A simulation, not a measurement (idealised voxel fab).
Process module, titled voxel self aligned contacts
This is section cut - it's 200 nm across, gridded in 5 nm square cells.
Heads up, the way a cross-section reads in here is a grid of square cells, handed over as bands from the top down, with every band being one or more rows of cells. Basically the band line says how high the top is and how high the bottom is, in nm, and then what's in it from left to right, every material with its width in nm. Empty space shows up as "blank", and if a single material carries "everywhere" it runs the full band edge to edge. Counting heights begins at 0, where everything beneath is, in the wafer as received, one material. The lowest band has no bottom; it goes on downwards, as "z 0 and below" shows. So if you see something like "30->40" for the width, read it as the top row of the band sitting at the first number and the bottom row at the second, with every row in between moving by the same amount as the last. "nothing different" means the step left every cell of the cross-section as it was. Any empty space of 8 cells or more lacking an open way to the top shows up in "Enclosed cavity list" as width x height at distance, distance from the left edge, in nm. Formally, on a step line, whatever follows the settings is a remark that the simulator itself makes on the step. A step line may carry the setting "overlay nm", which, for steps involving a mask, states the distance by which the mask lay to the right of its intended position; negative values denote displacement to the left. Reading key. Pairs: pre-step and post-step cross-section, one process step apart; post-step view only to lowest changed band. Step between + settings: beneath pair. Runs: pairs may be from different runs of this module, same starting wafer. Continuation from pair above: only where "Geometry before processing" entry says.

## Geometry before processing
z 60 to 50 | 45 nm SiO2 | 45 nm blank | 15 nm SiO2 | 45 nm blank | 50 nm SiO2
z 50 to 30 | 15 nm SiO2 | 45 nm SiN | 15 nm blank | 45 nm SiN | 15 nm blank | 45 nm SiN | 20 nm SiO2
z 30 to 25 | 60 nm SiO2 | 15 nm blank | 45 nm SiO2 | 15 nm blank | 65 nm SiO2
z 25 to 0 | polySi everywhere
z 0 and below | Si everywhere
Enclosed cavity list: none

## Section, Post-Step
z 65 to 60 | 50 nm TiN | 35 nm blank | 25 nm TiN | 35 nm blank | 55 nm TiN
z 60 to 50 | 45 nm SiO2 | 5->20 nm TiN | 35->5 nm blank | 5->20 nm TiN | 15 nm SiO2 | 5->20 nm TiN | 35->5 nm blank | 5->20 nm TiN | 50 nm SiO2
z 50 to 30 | 15 nm SiO2 | 45 nm SiN | 5 nm TiN | 5 nm blank | 5 nm TiN | 45 nm SiN | 5 nm TiN | 5 nm blank | 5 nm TiN | 45 nm SiN | 20 nm SiO2
z 30 to 25 | 60 nm SiO2 | 15 nm TiN | 45 nm SiO2 | 15 nm TiN | 65 nm SiO2
All layers under 25 are left as they were.
Enclosed cavity list: none
Relating the two cross-sections above, the step in between is CONFORMAL_DEP,material TiN,thk nm 5

Geometry before processing: it's just the after picture from the pair right above this one.

## Section, Post-Step
z 75 to 65 | Ru everywhere
z 65 to 60 | 50 nm TiN | 35 nm Ru | 25 nm TiN | 35 nm Ru | 55 nm TiN
z 60 to 50 | 45 nm SiO2 | 5->20 nm TiN | 35->5 nm Ru | 5->20 nm TiN | 15 nm SiO2 | 5->20 nm TiN | 35->5 nm Ru | 5->20 nm TiN | 50 nm SiO2
z 50 to 30 | 15 nm SiO2 | 45 nm SiN | 5 nm TiN | 5 nm Ru | 5 nm TiN | 45 nm SiN | 5 nm TiN | 5 nm Ru | 5 nm TiN | 45 nm SiN | 20 nm SiO2
All layers under 30 are left as they were.
Enclosed cavity list: none
Relating the two cross-sections above, the step in between is FILL_DEP,material Ru,thk nm 10

Geometry before processing: it's just the after picture from the pair right above this one.

## Section, Post-Step
z 60 to 50 | 45 nm SiO2 | 5->20 nm TiN | 35->5 nm Ru | 5->20 nm TiN | 15 nm SiO2 | 5->20 nm TiN | 35->5 nm Ru | 5->20 nm TiN | 50 nm SiO2
All layers under 50 are left as they were.
Enclosed cavity list: none
Relating the two cross-sections above, the step in between is CMP,height nm 60

Geometry before processing: it's just the after picture from the pair right above this one.

## Section, Post-Step
z 65 to 60 | SiCN everywhere
All layers under 60 are left as they were.
Enclosed cavity list: none
Relating the two cross-sections above, the step in between is CONFORMAL_DEP,material SiCN,thk nm 5

## Geometry before processing
z 0 to -5 | SiO2 everywhere
z -5 and below | Si everywhere
Enclosed cavity list: none

## Section, Post-Step
z 40 to 0 | polySi everywhere
All layers under 0 are left as they were.
Enclosed cavity list: none
Relating the two cross-sections above, the step in between is DIRECTIONAL_DEP,material polySi,thk nm 40

Geometry before processing: it's just the after picture from the pair right above this one.

## Section, Post-Step
z 60 to 40 | SiN everywhere
All layers under 40 are left as they were.
Enclosed cavity list: none
Relating the two cross-sections above, the step in between is DIRECTIONAL_DEP,material SiN,thk nm 20

Geometry before processing: it's just the after picture from the pair right above this one.

## Section, Post-Step
z 75 to 60 | aC everywhere
All layers under 60 are left as they were.
Enclosed cavity list: none
Relating the two cross-sections above, the step in between is DIRECTIONAL_DEP,material aC,thk nm 15

Geometry before processing: it's just the after picture from the pair right above this one.

## Section, Post-Step
z 110 to 75 | 25 nm blank | 25 nm resist | 35 nm blank | 25 nm resist | 35 nm blank | 25 nm resist | 30 nm blank
All layers under 75 are left as they were.
Enclosed cavity list: none
Relating the two cross-sections above, the step in between is PATTERN,tone cover,mask id GATE,material resist,width nm 25,pitch nm 60,thk nm 35,overlay nm 0

Geometry before processing: it's just the after picture from the pair right above this one.

## Section, Post-Step
z 95 to 75 | 25 nm blank | 25 nm resist | 35 nm blank | 25 nm resist | 35 nm blank | 25 nm resist | 30 nm blank
z 75 to 60 | 25 nm blank | 25 nm aC | 35 nm blank | 25 nm aC | 35 nm blank | 25 nm aC | 30 nm blank
All layers under 60 are left as they were.
Enclosed cavity list: none
Relating the two cross-sections above, the step in between is DIRECTIONAL_ETCH,etch materials aC,depth nm 15

Geometry before processing: it's just the after picture from the pair right above this one.

## Section, Post-Step
z 75 to 60 | 25 nm blank | 25 nm aC | 35 nm blank | 25 nm aC | 35 nm blank | 25 nm aC | 30 nm blank
All layers under 60 are left as they were.
Enclosed cavity list: none
Relating the two cross-sections above, the step in between is STRIP,etch materials resist

Geometry before processing: it's just the after picture from the pair right above this one.

## Section, Post-Step
z 75 to 60 | 25 nm blank | 25 nm aC | 35 nm blank | 25 nm aC | 35 nm blank | 25 nm aC | 30 nm blank
z 60 to 40 | 25 nm blank | 25 nm SiN | 35 nm blank | 25 nm SiN | 35 nm blank | 25 nm SiN | 30 nm blank
All layers under 40 are left as they were.
Enclosed cavity list: none
Relating the two cross-sections above, the step in between is DIRECTIONAL_ETCH,etch materials SiN,depth nm 20

Geometry before processing: it's just the after picture from the pair right above this one.

## Section, Post-Step
z 75 to 60 | 25 nm blank | 25 nm aC | 35 nm blank | 25 nm aC | 35 nm blank | 25 nm aC | 30 nm blank
z 60 to 40 | 25 nm blank | 25 nm SiN | 35 nm blank | 25 nm SiN | 35 nm blank | 25 nm SiN | 30 nm blank
z 40 to 10 | 25 nm blank | 25 nm polySi | 35 nm blank | 25 nm polySi | 35 nm blank | 25 nm polySi | 30 nm blank
All layers under 10 are left as they were.
Enclosed cavity list: none
Relating the two cross-sections above, the step in between is DIRECTIONAL_ETCH,etch materials polySi,depth nm 30

Geometry before processing: it's just the after picture from the pair right above this one.

## Section, Post-Step
z 60 to 40 | 25 nm blank | 25 nm SiN | 35 nm blank | 25 nm SiN | 35 nm blank | 25 nm SiN | 30 nm blank
All layers under 40 are left as they were.
Enclosed cavity list: none
Relating the two cross-sections above, the step in between is STRIP,etch materials aC

Geometry before processing: it's just the after picture from the pair right above this one.

## Section, Post-Step
z 70 to 40 | 15 nm blank | 45 nm SiN | 15 nm blank | 45 nm SiN | 15 nm blank | 45 nm SiN | 20 nm blank
z 40 to 20 | 15 nm blank | 10 nm SiN | 25 nm polySi | 10 nm SiN | 15 nm blank | 10 nm SiN | 25 nm polySi | 10 nm SiN | 15 nm blank | 10 nm SiN | 25 nm polySi | 10 nm SiN | 20 nm blank
z 20 to 10 | 25 nm SiN | 25 nm polySi | 35 nm SiN | 25 nm polySi | 35 nm SiN | 25 nm polySi | 30 nm SiN
All layers under 10 are left as they were.
Enclosed cavity list: none
Relating the two cross-sections above, the step in between is CONFORMAL_DEP,material SiN,thk nm 10

Geometry before processing: it's just the after picture from the pair right above this one.

## Section, Post-Step
z 60 to 40 | 15 nm blank | 45 nm SiN | 15 nm blank | 45 nm SiN | 15 nm blank | 45 nm SiN | 20 nm blank
z 40 to 10 | 15 nm blank | 10 nm SiN | 25 nm polySi | 10 nm SiN | 15 nm blank | 10 nm SiN | 25 nm polySi | 10 nm SiN | 15 nm blank | 10 nm SiN | 25 nm polySi | 10 nm SiN | 20 nm blank
All layers under 10 are left as they were.
Enclosed cavity list: none
Relating the two cross-sections above, the step in between is DIRECTIONAL_ETCH,etch materials SiN,depth nm 10

Geometry before processing: it's just the after picture from the pair right above this one.

## Section, Post-Step
z 80 to 60 | SiO2 everywhere
z 60 to 40 | 15 nm SiO2 | 45 nm SiN | 15 nm SiO2 | 45 nm SiN | 15 nm SiO2 | 45 nm SiN | 20 nm SiO2
z 40 to 10 | 15 nm SiO2 | 10 nm SiN | 25 nm polySi | 10 nm SiN | 15 nm SiO2 | 10 nm SiN | 25 nm polySi | 10 nm SiN | 15 nm SiO2 | 10 nm SiN | 25 nm polySi | 10 nm SiN | 20 nm SiO2
All layers under 10 are left as they were.
Enclosed cavity list: none
Relating the two cross-sections above, the step in between is FILL_DEP,material SiO2,thk nm 20

Geometry before processing: it's just the after picture from the pair right above this one.

## Section, Post-Step
z 60 to 40 | 15 nm SiO2 | 45 nm SiN | 15 nm SiO2 | 45 nm SiN | 15 nm SiO2 | 45 nm SiN | 20 nm SiO2
All layers under 40 are left as they were.
Enclosed cavity list: none
Relating the two cross-sections above, the step in between is CMP,height nm 60

Geometry before processing: it's just the after picture from the pair right above this one.

## Section, Post-Step
z 75 to 60 | 45 nm resist | 45 nm blank | 15 nm resist | 45 nm blank | 50 nm resist
All layers under 60 are left as they were.
Enclosed cavity list: none
Relating the two cross-sections above, the step in between is PATTERN,tone open,mask id CONTACT,material resist,width nm 45,pitch nm 60,thk nm 15,overlay nm 0

Geometry before processing: it's just the after picture from the pair right above this one.

## Section, Post-Step
z 75 to 60 | 45 nm resist | 45 nm blank | 15 nm resist | 45 nm blank | 50 nm resist
z 60 to 40 | 15 nm SiO2 | 45 nm SiN | 15 nm blank | 45 nm SiN | 15 nm blank | 45 nm SiN | 20 nm SiO2
z 40 to 10 | 15 nm SiO2 | 10 nm SiN | 25 nm polySi | 10 nm SiN | 15 nm blank | 10 nm SiN | 25 nm polySi | 10 nm SiN | 15 nm blank | 10 nm SiN | 25 nm polySi | 10 nm SiN | 20 nm SiO2
All layers under 10 are left as they were.
Enclosed cavity list: none
Relating the two cross-sections above, the step in between is DIRECTIONAL_ETCH,etch materials SiO2,depth nm 65

Geometry before processing: it's just the after picture from the pair right above this one.

## Section, Post-Step
z 60 to 40 | 15 nm SiO2 | 45 nm SiN | 15 nm blank | 45 nm SiN | 15 nm blank | 45 nm SiN | 20 nm SiO2
All layers under 40 are left as they were.
Enclosed cavity list: none
Relating the two cross-sections above, the step in between is STRIP,etch materials resist

Geometry before processing: it's just the after picture from the pair right above this one.

## Section, Post-Step
z 65 to 60 | 65 nm TiN | 5 nm blank | 55 nm TiN | 5 nm blank | 70 nm TiN
z 60 to 40 | 15 nm SiO2 | 45 nm SiN | 5 nm TiN | 5 nm blank | 5 nm TiN | 45 nm SiN | 5 nm TiN | 5 nm blank | 5 nm TiN | 45 nm SiN | 20 nm SiO2
z 40 to 15 | 15 nm SiO2 | 10 nm SiN | 25 nm polySi | 10 nm SiN | 5 nm TiN | 5 nm blank | 5 nm TiN | 10 nm SiN | 25 nm polySi | 10 nm SiN | 5 nm TiN | 5 nm blank | 5 nm TiN | 10 nm SiN | 25 nm polySi | 10 nm SiN | 20 nm SiO2
z 15 to 10 | 15 nm SiO2 | 10 nm SiN | 25 nm polySi | 10 nm SiN | 15 nm TiN | 10 nm SiN | 25 nm polySi | 10 nm SiN | 15 nm TiN | 10 nm SiN | 25 nm polySi | 10 nm SiN | 20 nm SiO2
All layers under 10 are left as they were.
Enclosed cavity list: none
Relating the two cross-sections above, the step in between is CONFORMAL_DEP,material TiN,thk nm 5

Geometry before processing: it's just the after picture from the pair right above this one.

## Section, Post-Step
z 75 to 65 | Ru everywhere
z 65 to 60 | 65 nm TiN | 5 nm Ru | 55 nm TiN | 5 nm Ru | 70 nm TiN
z 60 to 40 | 15 nm SiO2 | 45 nm SiN | 5 nm TiN | 5 nm Ru | 5 nm TiN | 45 nm SiN | 5 nm TiN | 5 nm Ru | 5 nm TiN | 45 nm SiN | 20 nm SiO2
z 40 to 15 | 15 nm SiO2 | 10 nm SiN | 25 nm polySi | 10 nm SiN | 5 nm TiN | 5 nm Ru | 5 nm TiN | 10 nm SiN | 25 nm polySi | 10 nm SiN | 5 nm TiN | 5 nm Ru | 5 nm TiN | 10 nm SiN | 25 nm polySi | 10 nm SiN | 20 nm SiO2
All layers under 15 are left as they were.
Enclosed cavity list: none
Relating the two cross-sections above, the step in between is FILL_DEP,material Ru,thk nm 10

Geometry before processing: it's just the after picture from the pair right above this one.

## Section, Post-Step
z 60 to 40 | 15 nm SiO2 | 45 nm SiN | 5 nm TiN | 5 nm Ru | 5 nm TiN | 45 nm SiN | 5 nm TiN | 5 nm Ru | 5 nm TiN | 45 nm SiN | 20 nm SiO2
All layers under 40 are left as they were.
Enclosed cavity list: none
Relating the two cross-sections above, the step in between is CMP,height nm 60

Geometry before processing: it's just the after picture from the pair right above this one.

## Section, Post-Step
z 65 to 60 | SiCN everywhere
All layers under 60 are left as they were.
Enclosed cavity list: none
Relating the two cross-sections above, the step in between is CONFORMAL_DEP,material SiCN,thk nm 5

## Geometry before processing
z 65 to 50 | aC everywhere
z 50 to 30 | SiN everywhere
z 30 to 0 | polySi everywhere
z 0 to -5 | SiO2 everywhere
z -5 and below | Si everywhere
Enclosed cavity list: none

## Section, Post-Step
z 100 to 65 | 30 nm blank | 20 nm resist | 40 nm blank | 20 nm resist | 40 nm blank | 20 nm resist | 30 nm blank
All layers under 65 are left as they were.
Enclosed cavity list: none
Relating the two cross-sections above, the step in between is PATTERN,tone cover,mask id GATE,material resist,width nm 20,pitch nm 60,thk nm 35,overlay nm 0

Geometry before processing: it's just the after picture from the pair right above this one.

## Section, Post-Step
z 85 to 65 | 30 nm blank | 20 nm resist | 40 nm blank | 20 nm resist | 40 nm blank | 20 nm resist | 30 nm blank
z 65 to 50 | 30 nm blank | 20 nm aC | 40 nm blank | 20 nm aC | 40 nm blank | 20 nm aC | 30 nm blank
All layers under 50 are left as they were.
Enclosed cavity list: none
Relating the two cross-sections above, the step in between is DIRECTIONAL_ETCH,etch materials aC,depth nm 15

Geometry before processing: it's just the after picture from the pair right above this one.

## Section, Post-Step
z 65 to 50 | 30 nm blank | 20 nm aC | 40 nm blank | 20 nm aC | 40 nm blank | 20 nm aC | 30 nm blank
All layers under 50 are left as they were.
Enclosed cavity list: none
Relating the two cross-sections above, the step in between is STRIP,etch materials resist

Geometry before processing: it's just the after picture from the pair right above this one.

## Section, Post-Step
z 65 to 50 | 30 nm blank | 20 nm aC | 40 nm blank | 20 nm aC | 40 nm blank | 20 nm aC | 30 nm blank
z 50 to 30 | 30 nm blank | 20 nm SiN | 40 nm blank | 20 nm SiN | 40 nm blank | 20 nm SiN | 30 nm blank
All layers under 30 are left as they were.
Enclosed cavity list: none
Relating the two cross-sections above, the step in between is DIRECTIONAL_ETCH,etch materials SiN,depth nm 20

Geometry before processing: it's just the after picture from the pair right above this one.

## Section, Post-Step
z 65 to 50 | 30 nm blank | 20 nm aC | 40 nm blank | 20 nm aC | 40 nm blank | 20 nm aC | 30 nm blank
z 50 to 30 | 30 nm blank | 20 nm SiN | 40 nm blank | 20 nm SiN | 40 nm blank | 20 nm SiN | 30 nm blank
z 30 to 0 | 30 nm blank | 20 nm polySi | 40 nm blank | 20 nm polySi | 40 nm blank | 20 nm polySi | 30 nm blank
All layers under 0 are left as they were.
Enclosed cavity list: none
Relating the two cross-sections above, the step in between is DIRECTIONAL_ETCH,etch materials polySi,depth nm 30

Geometry before processing: it's just the after picture from the pair right above this one.

## Section, Post-Step
z 50 to 30 | 30 nm blank | 20 nm SiN | 40 nm blank | 20 nm SiN | 40 nm blank | 20 nm SiN | 30 nm blank
All layers under 30 are left as they were.
Enclosed cavity list: none
Relating the two cross-sections above, the step in between is STRIP,etch materials aC

Geometry before processing: it's just the after picture from the pair right above this one.

## Section, Post-Step
z 60 to 30 | 20 nm blank | 40 nm SiN | 20 nm blank | 40 nm SiN | 20 nm blank | 40 nm SiN | 20 nm blank
z 30 to 10 | 20 nm blank | 10 nm SiN | 20 nm polySi | 10 nm SiN | 20 nm blank | 10 nm SiN | 20 nm polySi | 10 nm SiN | 20 nm blank | 10 nm SiN | 20 nm polySi | 10 nm SiN | 20 nm blank
z 10 to 0 | 30 nm SiN | 20 nm polySi | 40 nm SiN | 20 nm polySi | 40 nm SiN | 20 nm polySi | 30 nm SiN
All layers under 0 are left as they were.
Enclosed cavity list: none
Relating the two cross-sections above, the step in between is CONFORMAL_DEP,material SiN,thk nm 10

Geometry before processing: it's just the after picture from the pair right above this one.

## Section, Post-Step
z 50 to 30 | 20 nm blank | 40 nm SiN | 20 nm blank | 40 nm SiN | 20 nm blank | 40 nm SiN | 20 nm blank
z 30 to 0 | 20 nm blank | 10 nm SiN | 20 nm polySi | 10 nm SiN | 20 nm blank | 10 nm SiN | 20 nm polySi | 10 nm SiN | 20 nm blank | 10 nm SiN | 20 nm polySi | 10 nm SiN | 20 nm blank
All layers under 0 are left as they were.
Enclosed cavity list: none
Relating the two cross-sections above, the step in between is DIRECTIONAL_ETCH,etch materials SiN,depth nm 10

Geometry before processing: it's just the after picture from the pair right above this one.

## Section, Post-Step
z 70 to 50 | SiO2 everywhere
z 50 to 30 | 20 nm SiO2 | 40 nm SiN | 20 nm SiO2 | 40 nm SiN | 20 nm SiO2 | 40 nm SiN | 20 nm SiO2
z 30 to 0 | 20 nm SiO2 | 10 nm SiN | 20 nm polySi | 10 nm SiN | 20 nm SiO2 | 10 nm SiN | 20 nm polySi | 10 nm SiN | 20 nm SiO2 | 10 nm SiN | 20 nm polySi | 10 nm SiN | 20 nm SiO2
All layers under 0 are left as they were.
Enclosed cavity list: none
Relating the two cross-sections above, the step in between is FILL_DEP,material SiO2,thk nm 20

Geometry before processing: it's just the after picture from the pair right above this one.

## Section, Post-Step
z 60 to 50 | SiO2 everywhere
All layers under 50 are left as they were.
Enclosed cavity list: none
Relating the two cross-sections above, the step in between is CMP,height nm 60

Geometry before processing: it's just the after picture from the pair right above this one.

## Section, Post-Step
z 75 to 60 | 45 nm resist | 45 nm blank | 15 nm resist | 45 nm blank | 50 nm resist
All layers under 60 are left as they were.
Enclosed cavity list: none
Relating the two cross-sections above, the step in between is PATTERN,tone open,mask id CONTACT,material resist,width nm 45,pitch nm 60,thk nm 15,overlay nm 0

Geometry before processing: it's just the after picture from the pair right above this one.

## Section, Post-Step
z 75 to 60 | 45 nm resist | 45 nm blank | 15 nm resist | 45 nm blank | 50 nm resist
z 60 to 50 | 45 nm SiO2 | 45 nm blank | 15 nm SiO2 | 45 nm blank | 50 nm SiO2
z 50 to 30 | 20 nm SiO2 | 40 nm SiN | 20 nm blank | 40 nm SiN | 20 nm blank | 40 nm SiN | 20 nm SiO2
z 30 to 0 | 20 nm SiO2 | 10 nm SiN | 20 nm polySi | 10 nm SiN | 20 nm blank | 10 nm SiN | 20 nm polySi | 10 nm SiN | 20 nm blank | 10 nm SiN | 20 nm polySi | 10 nm SiN | 20 nm SiO2
z 0 to -5 | 60 nm SiO2 | 20 nm blank | 40 nm SiO2 | 20 nm blank | 60 nm SiO2
All layers under -5 are left as they were.
Enclosed cavity list: none
Relating the two cross-sections above, the step in between is DIRECTIONAL_ETCH,etch materials SiO2,depth nm 65

Geometry before processing: it's just the after picture from the pair right above this one.

## Section, Post-Step
z 60 to 50 | 45 nm SiO2 | 45 nm blank | 15 nm SiO2 | 45 nm blank | 50 nm SiO2
All layers under 50 are left as they were.
Enclosed cavity list: none
Relating the two cross-sections above, the step in between is STRIP,etch materials resist

Geometry before processing: it's just the after picture from the pair right above this one.

## Section, Post-Step
z 65 to 60 | 50 nm TiN | 35 nm blank | 25 nm TiN | 35 nm blank | 55 nm TiN
z 60 to 50 | 45 nm SiO2 | 5->20 nm TiN | 35->10 nm blank | 5->15 nm TiN | 15 nm SiO2 | 5->20 nm TiN | 35->10 nm blank | 5->15 nm TiN | 50 nm SiO2
z 50 to 30 | 20 nm SiO2 | 40 nm SiN | 5 nm TiN | 10 nm blank | 5 nm TiN | 40 nm SiN | 5 nm TiN | 10 nm blank | 5 nm TiN | 40 nm SiN | 20 nm SiO2
z 30 to 0 | 20 nm SiO2 | 10 nm SiN | 20 nm polySi | 10 nm SiN | 5 nm TiN | 10 nm blank | 5 nm TiN | 10 nm SiN | 20 nm polySi | 10 nm SiN | 5 nm TiN | 10 nm blank | 5 nm TiN | 10 nm SiN | 20 nm polySi | 10 nm SiN | 20 nm SiO2
z 0 to -5 | 60 nm SiO2 | 20 nm TiN | 40 nm SiO2 | 20 nm TiN | 60 nm SiO2
All layers under -5 are left as they were.
Enclosed cavity list: none
Relating the two cross-sections above, the step in between is CONFORMAL_DEP,material TiN,thk nm 5

Geometry before processing: it's just the after picture from the pair right above this one.

## Section, Post-Step
z 75 to 65 | Ru everywhere
z 65 to 60 | 50 nm TiN | 35 nm Ru | 25 nm TiN | 35 nm Ru | 55 nm TiN
z 60 to 50 | 45 nm SiO2 | 5->20 nm TiN | 35->10 nm Ru | 5->15 nm TiN | 15 nm SiO2 | 5->20 nm TiN | 35->10 nm Ru | 5->15 nm TiN | 50 nm SiO2
z 50 to 30 | 20 nm SiO2 | 40 nm SiN | 5 nm TiN | 10 nm Ru | 5 nm TiN | 40 nm SiN | 5 nm TiN | 10 nm Ru | 5 nm TiN | 40 nm SiN | 20 nm SiO2
z 30 to 0 | 20 nm SiO2 | 10 nm SiN | 20 nm polySi | 10 nm SiN | 5 nm TiN | 10 nm Ru | 5 nm TiN | 10 nm SiN | 20 nm polySi | 10 nm SiN | 5 nm TiN | 10 nm Ru | 5 nm TiN | 10 nm SiN | 20 nm polySi | 10 nm SiN | 20 nm SiO2
All layers under 0 are left as they were.
Enclosed cavity list: none
Relating the two cross-sections above, the step in between is FILL_DEP,material Ru,thk nm 10

Geometry before processing: it's just the after picture from the pair right above this one.

## Section, Post-Step
z 60 to 50 | 45 nm SiO2 | 5->20 nm TiN | 35->10 nm Ru | 5->15 nm TiN | 15 nm SiO2 | 5->20 nm TiN | 35->10 nm Ru | 5->15 nm TiN | 50 nm SiO2
All layers under 50 are left as they were.
Enclosed cavity list: none
Relating the two cross-sections above, the step in between is CMP,height nm 60

Geometry before processing: it's just the after picture from the pair right above this one.

## Section, Post-Step
z 65 to 60 | SiCN everywhere
All layers under 60 are left as they were.
Enclosed cavity list: none
Relating the two cross-sections above, the step in between is CONFORMAL_DEP,material SiCN,thk nm 5

## Geometry before processing
z 60 to 50 | SiO2 everywhere
z 50 to 30 | 15 nm SiO2 | 45 nm SiN | 15 nm SiO2 | 45 nm SiN | 15 nm SiO2 | 45 nm SiN | 20 nm SiO2
z 30 to 0 | 15 nm SiO2 | 10 nm SiN | 25 nm polySi | 10 nm SiN | 15 nm SiO2 | 10 nm SiN | 25 nm polySi | 10 nm SiN | 15 nm SiO2 | 10 nm SiN | 25 nm polySi | 10 nm SiN | 20 nm SiO2
z 0 to -5 | SiO2 everywhere
z -5 and below | Si everywhere
Enclosed cavity list: none

## Section, Post-Step
z 75 to 60 | 35 nm resist | 45 nm blank | 15 nm resist | 45 nm blank | 60 nm resist
All layers under 60 are left as they were.
Enclosed cavity list: none
Relating the two cross-sections above, the step in between is PATTERN,tone open,mask id CONTACT,material resist,width nm 45,pitch nm 60,thk nm 15,overlay nm -10

Geometry before processing: it's just the after picture from the pair right above this one.

## Section, Post-Step
z 75 to 60 | 35 nm resist | 45 nm blank | 15 nm resist | 45 nm blank | 60 nm resist
z 60 to 50 | 35 nm SiO2 | 45 nm blank | 15 nm SiO2 | 45 nm blank | 60 nm SiO2
z 50 to 30 | 15 nm SiO2 | 45 nm SiN | 15 nm blank | 45 nm SiN | 15 nm blank | 45 nm SiN | 20 nm SiO2
z 30 to 0 | 15 nm SiO2 | 10 nm SiN | 25 nm polySi | 10 nm SiN | 15 nm blank | 10 nm SiN | 25 nm polySi | 10 nm SiN | 15 nm blank | 10 nm SiN | 25 nm polySi | 10 nm SiN | 20 nm SiO2
z 0 to -5 | 60 nm SiO2 | 15 nm blank | 45 nm SiO2 | 15 nm blank | 65 nm SiO2
All layers under -5 are left as they were.
Enclosed cavity list: none
Relating the two cross-sections above, the step in between is DIRECTIONAL_ETCH,etch materials SiO2,depth nm 65

Geometry before processing: it's just the after picture from the pair right above this one.

## Section, Post-Step
z 60 to 50 | 35 nm SiO2 | 45 nm blank | 15 nm SiO2 | 45 nm blank | 60 nm SiO2
All layers under 50 are left as they were.
Enclosed cavity list: none
Relating the two cross-sections above, the step in between is STRIP,etch materials resist

Geometry before processing: it's just the after picture from the pair right above this one.

## Section, Post-Step
z 65 to 60 | 40 nm TiN | 35 nm blank | 25 nm TiN | 35 nm blank | 65 nm TiN
z 60 to 50 | 35 nm SiO2 | 5->30 nm TiN | 35->5 nm blank | 5->10 nm TiN | 15 nm SiO2 | 5->30 nm TiN | 35->5 nm blank | 5->10 nm TiN | 60 nm SiO2
z 50 to 30 | 15 nm SiO2 | 45 nm SiN | 5 nm TiN | 5 nm blank | 5 nm TiN | 45 nm SiN | 5 nm TiN | 5 nm blank | 5 nm TiN | 45 nm SiN | 20 nm SiO2
z 30 to 0 | 15 nm SiO2 | 10 nm SiN | 25 nm polySi | 10 nm SiN | 5 nm TiN | 5 nm blank | 5 nm TiN | 10 nm SiN | 25 nm polySi | 10 nm SiN | 5 nm TiN | 5 nm blank | 5 nm TiN | 10 nm SiN | 25 nm polySi | 10 nm SiN | 20 nm SiO2
z 0 to -5 | 60 nm SiO2 | 15 nm TiN | 45 nm SiO2 | 15 nm TiN | 65 nm SiO2
All layers under -5 are left as they were.
Enclosed cavity list: none
Relating the two cross-sections above, the step in between is CONFORMAL_DEP,material TiN,thk nm 5

Geometry before processing: it's just the after picture from the pair right above this one.

## Section, Post-Step
z 75 to 65 | Ru everywhere
z 65 to 60 | 40 nm TiN | 35 nm Ru | 25 nm TiN | 35 nm Ru | 65 nm TiN
z 60 to 50 | 35 nm SiO2 | 5->30 nm TiN | 35->5 nm Ru | 5->10 nm TiN | 15 nm SiO2 | 5->30 nm TiN | 35->5 nm Ru | 5->10 nm TiN | 60 nm SiO2
z 50 to 30 | 15 nm SiO2 | 45 nm SiN | 5 nm TiN | 5 nm Ru | 5 nm TiN | 45 nm SiN | 5 nm TiN | 5 nm Ru | 5 nm TiN | 45 nm SiN | 20 nm SiO2
z 30 to 0 | 15 nm SiO2 | 10 nm SiN | 25 nm polySi | 10 nm SiN | 5 nm TiN | 5 nm Ru | 5 nm TiN | 10 nm SiN | 25 nm polySi | 10 nm SiN | 5 nm TiN | 5 nm Ru | 5 nm TiN | 10 nm SiN | 25 nm polySi | 10 nm SiN | 20 nm SiO2
All layers under 0 are left as they were.
Enclosed cavity list: none
Relating the two cross-sections above, the step in between is FILL_DEP,material Ru,thk nm 10

Geometry before processing: it's just the after picture from the pair right above this one.

## Section, Post-Step
z 60 to 50 | 35 nm SiO2 | 5->30 nm TiN | 35->5 nm Ru | 5->10 nm TiN | 15 nm SiO2 | 5->30 nm TiN | 35->5 nm Ru | 5->10 nm TiN | 60 nm SiO2
All layers under 50 are left as they were.
Enclosed cavity list: none
Relating the two cross-sections above, the step in between is CMP,height nm 60

Geometry before processing: it's just the after picture from the pair right above this one.

## Section, Post-Step
z 65 to 60 | SiCN everywhere
All layers under 60 are left as they were.
Enclosed cavity list: none
Relating the two cross-sections above, the step in between is CONFORMAL_DEP,material SiCN,thk nm 5

## Geometry before processing
z 50 to 30 | SiN everywhere
z 30 to 0 | polySi everywhere
z 0 to -5 | SiO2 everywhere
z -5 and below | Si everywhere
Enclosed cavity list: none

## Section, Post-Step
z 65 to 50 | SiCN everywhere
All layers under 50 are left as they were.
Enclosed cavity list: none
Relating the two cross-sections above, the step in between is DIRECTIONAL_DEP,material SiCN,thk nm 15

Geometry before processing: it's just the after picture from the pair right above this one.

## Section, Post-Step
z 100 to 65 | 25 nm blank | 25 nm resist | 35 nm blank | 25 nm resist | 35 nm blank | 25 nm resist | 30 nm blank
All layers under 65 are left as they were.
Enclosed cavity list: none
Relating the two cross-sections above, the step in between is PATTERN,tone cover,mask id GATE,material resist,width nm 25,pitch nm 60,thk nm 35,overlay nm 0

Geometry before processing: it's just the after picture from the pair right above this one.

## Section, Post-Step
z 85 to 65 | 25 nm blank | 25 nm resist | 35 nm blank | 25 nm resist | 35 nm blank | 25 nm resist | 30 nm blank
All layers under 65 are left as they were.
Enclosed cavity list: none
Relating the two cross-sections above, the step in between is DIRECTIONAL_ETCH,etch materials aC,depth nm 15

Geometry before processing: it's just the after picture from the pair right above this one.

## Section, Post-Step
z 65 to 50 | SiCN everywhere
All layers under 50 are left as they were.
Enclosed cavity list: none
Relating the two cross-sections above, the step in between is STRIP,etch materials resist

Geometry before processing: it's just the after picture from the pair right above this one.

## Section, Post-Step
z 75 to 65 | SiN everywhere
All layers under 65 are left as they were.
Enclosed cavity list: none
Relating the two cross-sections above, the step in between is CONFORMAL_DEP,material SiN,thk nm 10

Geometry before processing: it's just the after picture from the pair right above this one.

## Section, Post-Step
z 65 to 50 | SiCN everywhere
All layers under 50 are left as they were.
Enclosed cavity list: none
Relating the two cross-sections above, the step in between is DIRECTIONAL_ETCH,etch materials SiN,depth nm 10

Geometry before processing: it's just the after picture from the pair right above this one.

## Section, Post-Step
z 85 to 65 | SiO2 everywhere
All layers under 65 are left as they were.
Enclosed cavity list: none
Relating the two cross-sections above, the step in between is FILL_DEP,material SiO2,thk nm 20

Geometry before processing: it's just the after picture from the pair right above this one.

## Section, Post-Step
z 60 to 50 | SiCN everywhere
All layers under 50 are left as they were.
Enclosed cavity list: none
Relating the two cross-sections above, the step in between is CMP,height nm 60
